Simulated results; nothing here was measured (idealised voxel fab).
process module | voxel capacitor over wiring
cross-section cut | 150 nm wide | cells 5 nm
A cross-section is a grid of square cells, given in bands from the top down. A band is one or more rows of cells.
Each band's line starts with the height of the band's top and of its bottom, in nm. Then come its materials from left to right, each with its width in nm. One material with "throughout" fills the band from edge to edge. "air" is empty space.
Height 0 is the level under which the wafer as received is all one material. The lowest band goes on downwards, as in "0 down".
A width such as "30 to 40" changes by the same amount from each row of cells to the next, from the band's top row to its bottom row.
"no change" after a step means that no cell of the cross-section changed.
closed voids: empty space of 8 cells or more with no open way to the top, each as width x height at its distance from the left edge, in nm
after a step's settings: what the simulator itself notes on the step
overlay nm, on a step with a mask: how far to the right of its planned place the mask lay; to the left if negative
plan
1 op RECEIVE | material Si
2 op CONFORMAL_DEP | material SiO2 | thk nm 15
3 op CONFORMAL_DEP | material SiCN | thk nm 5
4 op DIRECTIONAL_DEP | material SiO2 | thk nm 25
5 op PATTERN | tone open | mask id METAL_1 | material resist | width nm 20 | pitch nm 90 | thk nm 15 | overlay nm 0
6 op DIRECTIONAL_ETCH | etch materials SiO2 | depth nm 25
7 op DIRECTIONAL_ETCH | etch materials SiCN | depth nm 5
8 op STRIP | etch materials resist
9 op CONFORMAL_DEP | material TiN | thk nm 5
10 op FILL_DEP | material W | thk nm 10
11 op CMP | height nm 45
12 op CONFORMAL_DEP | material SiCN | thk nm 5
13 op DIRECTIONAL_DEP | material lowk | thk nm 10
14 op MASKED_ETCH | tone open | mask id PLUG_1 | width nm 15 | etch materials lowk | depth nm 10 | overlay nm 0
15 op MASKED_ETCH | tone open | mask id PLUG_1 | width nm 15 | etch materials SiCN | depth nm 5 | overlay nm 0
16 op EPI | material Ru | thk nm 10
17 op EPI | material Ru | thk nm 5
18 op DIRECTIONAL_DEP | material TiN | thk nm 10
19 op DIRECTIONAL_DEP | material HfO2 | thk nm 5
20 op DIRECTIONAL_DEP | material TiN | thk nm 10
21 op MASKED_ETCH | tone cover | mask id UPPER_PLATE | width nm 75 | etch materials TiN | depth nm 10 | overlay nm 0
22 op MASKED_ETCH | tone cover | mask id UPPER_PLATE | width nm 75 | etch materials HfO2 | depth nm 5 | overlay nm 0
23 op DIRECTIONAL_DEP | material aC | thk nm 15
24 op PATTERN | tone cover | mask id LOWER_PLATE | material resist | width nm 85 | thk nm 35 | overlay nm 0
25 op DIRECTIONAL_ETCH | etch materials aC | depth nm 15
26 op STRIP | etch materials resist
27 op DIRECTIONAL_ETCH | etch materials TiN | depth nm 10
28 op STRIP | etch materials aC
29 op FILL_DEP | material SiO2 | thk nm 20
30 op CMP | height nm 100
31 op MASKED_ETCH | tone open | mask id PLUG_2 | width nm 15 | etch materials SiO2 | depth nm 15 | overlay nm 0
32 op CONFORMAL_DEP | material TiN | thk nm 5
33 op FILL_DEP | material Cu | thk nm 5
34 op CMP | height nm 100
35 op CONFORMAL_DEP | material SiCN | thk nm 5
first wafer, as planned
as received, after step 1
  0 down: Si throughout
  closed voids: none
after step 2
  15 to 0: SiO2 throughout
  below 0: unchanged
after step 3
  20 to 15: SiCN throughout
  below 15: unchanged
after step 4
  45 to 20: SiO2 throughout
  below 20: unchanged
after step 5
  60 to 45: resist 20 | air 20 | resist 70 | air 20 | resist 20
  below 45: unchanged
after step 6
  60 to 45: resist 20 | air 20 | resist 70 | air 20 | resist 20
  45 to 20: SiO2 20 | air 20 | SiO2 70 | air 20 | SiO2 20
  below 20: unchanged
after step 7
  60 to 45: resist 20 | air 20 | resist 70 | air 20 | resist 20
  45 to 20: SiO2 20 | air 20 | SiO2 70 | air 20 | SiO2 20
  20 to 15: SiCN 20 | air 20 | SiCN 70 | air 20 | SiCN 20
  below 15: unchanged
after step 8
  45 to 20: SiO2 20 | air 20 | SiO2 70 | air 20 | SiO2 20
  below 20: unchanged
after step 9
  50 to 45: TiN 25 | air 10 | TiN 80 | air 10 | TiN 25
  45 to 20: SiO2 20 | TiN 5 | air 10 | TiN 5 | SiO2 70 | TiN 5 | air 10 | TiN 5 | SiO2 20
  20 to 15: SiCN 20 | TiN 20 | SiCN 70 | TiN 20 | SiCN 20
  below 15: unchanged
after step 10
  60 to 50: W throughout
  50 to 45: TiN 25 | W 10 | TiN 80 | W 10 | TiN 25
  45 to 20: SiO2 20 | TiN 5 | W 10 | TiN 5 | SiO2 70 | TiN 5 | W 10 | TiN 5 | SiO2 20
  below 20: unchanged
after step 11
  45 to 20: SiO2 20 | TiN 5 | W 10 | TiN 5 | SiO2 70 | TiN 5 | W 10 | TiN 5 | SiO2 20
  below 20: unchanged
after step 12
  50 to 45: SiCN throughout
  below 45: unchanged
after step 13
  60 to 50: lowk throughout
  below 50: unchanged
after step 14
  60 to 50: lowk 25 | air 15 | lowk 110
  below 50: unchanged
after step 15
  60 to 50: lowk 25 | air 15 | lowk 110
  50 to 45: SiCN 25 | air 15 | SiCN 110
  below 45: unchanged
after step 16
  60 to 55: lowk 25 | air 15 | lowk 110
  55 to 50: lowk 25 | Ru 15 | lowk 110
  50 to 45: SiCN 25 | Ru 15 | SiCN 110
  below 45: unchanged
after step 17
  60 to 50: lowk 25 | Ru 15 | lowk 110
  below 50: unchanged
after step 18
  70 to 60: TiN throughout
  below 60: unchanged
after step 19
  75 to 70: HfO2 throughout
  below 70: unchanged
after step 20
  85 to 75: TiN throughout
  below 75: unchanged
after step 21
  85 to 75: air 25 | TiN 75 | air 50
  below 75: unchanged
after step 22
  85 to 75: air 25 | TiN 75 | air 50
  75 to 70: air 25 | HfO2 75 | air 50
  below 70: unchanged
after step 23
  100 to 85: air 25 | aC 75 | air 50
  85 to 75: aC 25 | TiN 75 | aC 50
  75 to 70: aC 25 | HfO2 75 | aC 50
  below 70: unchanged
after step 24
  135 to 100: air 20 | resist 85 | air 45
  100 to 85: air 20 | resist 5 | aC 75 | resist 5 | air 45
  below 85: unchanged
after step 25
  120 to 100: air 20 | resist 85 | air 45
  100 to 85: air 20 | resist 5 | aC 75 | resist 5 | air 45
  85 to 75: air 20 | aC 5 | TiN 75 | aC 5 | air 45
  75 to 70: air 20 | aC 5 | HfO2 75 | aC 5 | air 45
  below 70: unchanged
after step 26
  100 to 85: air 25 | aC 75 | air 50
  below 85: unchanged
after step 27
  100 to 85: air 25 | aC 75 | air 50
  85 to 75: air 20 | aC 5 | TiN 75 | aC 5 | air 45
  75 to 70: air 20 | aC 5 | HfO2 75 | aC 5 | air 45
  70 to 60: air 20 | TiN 85 | air 45
  below 60: unchanged
after step 28
  85 to 75: air 25 | TiN 75 | air 50
  75 to 70: air 25 | HfO2 75 | air 50
  below 70: unchanged
after step 29
  105 to 85: SiO2 throughout
  85 to 75: SiO2 25 | TiN 75 | SiO2 50
  75 to 70: SiO2 25 | HfO2 75 | SiO2 50
  70 to 60: SiO2 20 | TiN 85 | SiO2 45
  below 60: unchanged
after step 30
  100 to 85: SiO2 throughout
  below 85: unchanged
after step 31
  100 to 85: SiO2 35 | air 15 | SiO2 100
  below 85: unchanged
after step 32
  105 to 100: TiN 40 | air 5 | TiN 105
  100 to 90: SiO2 35 | TiN 5 | air 5 | TiN 5 | SiO2 100
  90 to 85: SiO2 35 | TiN 15 | SiO2 100
  below 85: unchanged
after step 33
  110 to 105: Cu throughout
  105 to 100: TiN 40 | Cu 5 | TiN 105
  100 to 90: SiO2 35 | TiN 5 | Cu 5 | TiN 5 | SiO2 100
  below 90: unchanged
after step 34
  100 to 90: SiO2 35 | TiN 5 | Cu 5 | TiN 5 | SiO2 100
  below 90: unchanged
after step 35
  105 to 100: SiCN throughout
  below 100: unchanged
second wafer: like start, like plan, one mistake. Through step 1 it matches the first wafer
when step 2 should have ended
  30 to 0: SiO2 throughout
  below 0: unchanged
when step 3 should have ended
  35 to 30: SiCN throughout
  below 30: unchanged
when step 4 should have ended
  60 to 35: SiO2 throughout
  below 35: unchanged
when step 5 should have ended
  75 to 60: resist 20 | air 20 | resist 70 | air 20 | resist 20
  below 60: unchanged
when step 6 should have ended
  75 to 60: resist 20 | air 20 | resist 70 | air 20 | resist 20
  60 to 35: SiO2 20 | air 20 | SiO2 70 | air 20 | SiO2 20
  below 35: unchanged
when step 7 should have ended
  75 to 60: resist 20 | air 20 | resist 70 | air 20 | resist 20
  60 to 35: SiO2 20 | air 20 | SiO2 70 | air 20 | SiO2 20
  35 to 30: SiCN 20 | air 20 | SiCN 70 | air 20 | SiCN 20
  below 30: unchanged
when step 8 should have ended
  60 to 35: SiO2 20 | air 20 | SiO2 70 | air 20 | SiO2 20
  below 35: unchanged
when step 9 should have ended
  65 to 60: TiN 25 | air 10 | TiN 80 | air 10 | TiN 25
  60 to 35: SiO2 20 | TiN 5 | air 10 | TiN 5 | SiO2 70 | TiN 5 | air 10 | TiN 5 | SiO2 20
  35 to 30: SiCN 20 | TiN 20 | SiCN 70 | TiN 20 | SiCN 20
  below 30: unchanged
when step 10 should have ended
  75 to 65: W throughout
  65 to 60: TiN 25 | W 10 | TiN 80 | W 10 | TiN 25
  60 to 35: SiO2 20 | TiN 5 | W 10 | TiN 5 | SiO2 70 | TiN 5 | W 10 | TiN 5 | SiO2 20
  below 35: unchanged
when step 11 should have ended
  45 to 35: SiO2 20 | TiN 5 | W 10 | TiN 5 | SiO2 70 | TiN 5 | W 10 | TiN 5 | SiO2 20
  below 35: unchanged
when step 12 should have ended
  50 to 45: SiCN throughout
  below 45: unchanged
when step 13 should have ended
  60 to 50: lowk throughout
  below 50: unchanged
when step 14 should have ended
  60 to 50: lowk 25 | air 15 | lowk 110
  below 50: unchanged
when step 15 should have ended
  60 to 50: lowk 25 | air 15 | lowk 110
  50 to 45: SiCN 25 | air 15 | SiCN 110
  below 45: unchanged
when step 16 should have ended
  60 to 55: lowk 25 | air 15 | lowk 110
  55 to 50: lowk 25 | Ru 15 | lowk 110
  50 to 45: SiCN 25 | Ru 15 | SiCN 110
  below 45: unchanged
when step 17 should have ended
  60 to 50: lowk 25 | Ru 15 | lowk 110
  below 50: unchanged
when step 18 should have ended
  70 to 60: TiN throughout
  below 60: unchanged
when step 19 should have ended
  75 to 70: HfO2 throughout
  below 70: unchanged
when step 20 should have ended
  85 to 75: TiN throughout
  below 75: unchanged
when step 21 should have ended
  85 to 75: air 25 | TiN 75 | air 50
  below 75: unchanged
when step 22 should have ended
  85 to 75: air 25 | TiN 75 | air 50
  75 to 70: air 25 | HfO2 75 | air 50
  below 70: unchanged
when step 23 should have ended
  100 to 85: air 25 | aC 75 | air 50
  85 to 75: aC 25 | TiN 75 | aC 50
  75 to 70: aC 25 | HfO2 75 | aC 50
  below 70: unchanged
when step 24 should have ended
  135 to 100: air 20 | resist 85 | air 45
  100 to 85: air 20 | resist 5 | aC 75 | resist 5 | air 45
  below 85: unchanged
when step 25 should have ended
  120 to 100: air 20 | resist 85 | air 45
  100 to 85: air 20 | resist 5 | aC 75 | resist 5 | air 45
  85 to 75: air 20 | aC 5 | TiN 75 | aC 5 | air 45
  75 to 70: air 20 | aC 5 | HfO2 75 | aC 5 | air 45
  below 70: unchanged
when step 26 should have ended
  100 to 85: air 25 | aC 75 | air 50
  below 85: unchanged
when step 27 should have ended
  100 to 85: air 25 | aC 75 | air 50
  85 to 75: air 20 | aC 5 | TiN 75 | aC 5 | air 45
  75 to 70: air 20 | aC 5 | HfO2 75 | aC 5 | air 45
  70 to 60: air 20 | TiN 85 | air 45
  below 60: unchanged
when step 28 should have ended
  85 to 75: air 25 | TiN 75 | air 50
  75 to 70: air 25 | HfO2 75 | air 50
  below 70: unchanged
when step 29 should have ended
  105 to 85: SiO2 throughout
  85 to 75: SiO2 25 | TiN 75 | SiO2 50
  75 to 70: SiO2 25 | HfO2 75 | SiO2 50
  70 to 60: SiO2 20 | TiN 85 | SiO2 45
  below 60: unchanged
when step 30 should have ended
  100 to 85: SiO2 throughout
  below 85: unchanged
when step 31 should have ended
  100 to 85: SiO2 35 | air 15 | SiO2 100
  below 85: unchanged
when step 32 should have ended
  105 to 100: TiN 40 | air 5 | TiN 105
  100 to 90: SiO2 35 | TiN 5 | air 5 | TiN 5 | SiO2 100
  90 to 85: SiO2 35 | TiN 15 | SiO2 100
  below 85: unchanged
when step 33 should have ended
  110 to 105: Cu throughout
  105 to 100: TiN 40 | Cu 5 | TiN 105
  100 to 90: SiO2 35 | TiN 5 | Cu 5 | TiN 5 | SiO2 100
  below 90: unchanged
when step 34 should have ended
  100 to 90: SiO2 35 | TiN 5 | Cu 5 | TiN 5 | SiO2 100
  below 90: unchanged
when step 35 should have ended
  105 to 100: SiCN throughout
  below 100: unchanged
what went wrong: step 2 was run twice
at the end the second wafer has, in cells: 24 more of SiO2 | 12 fewer of TiN | 12 fewer of W
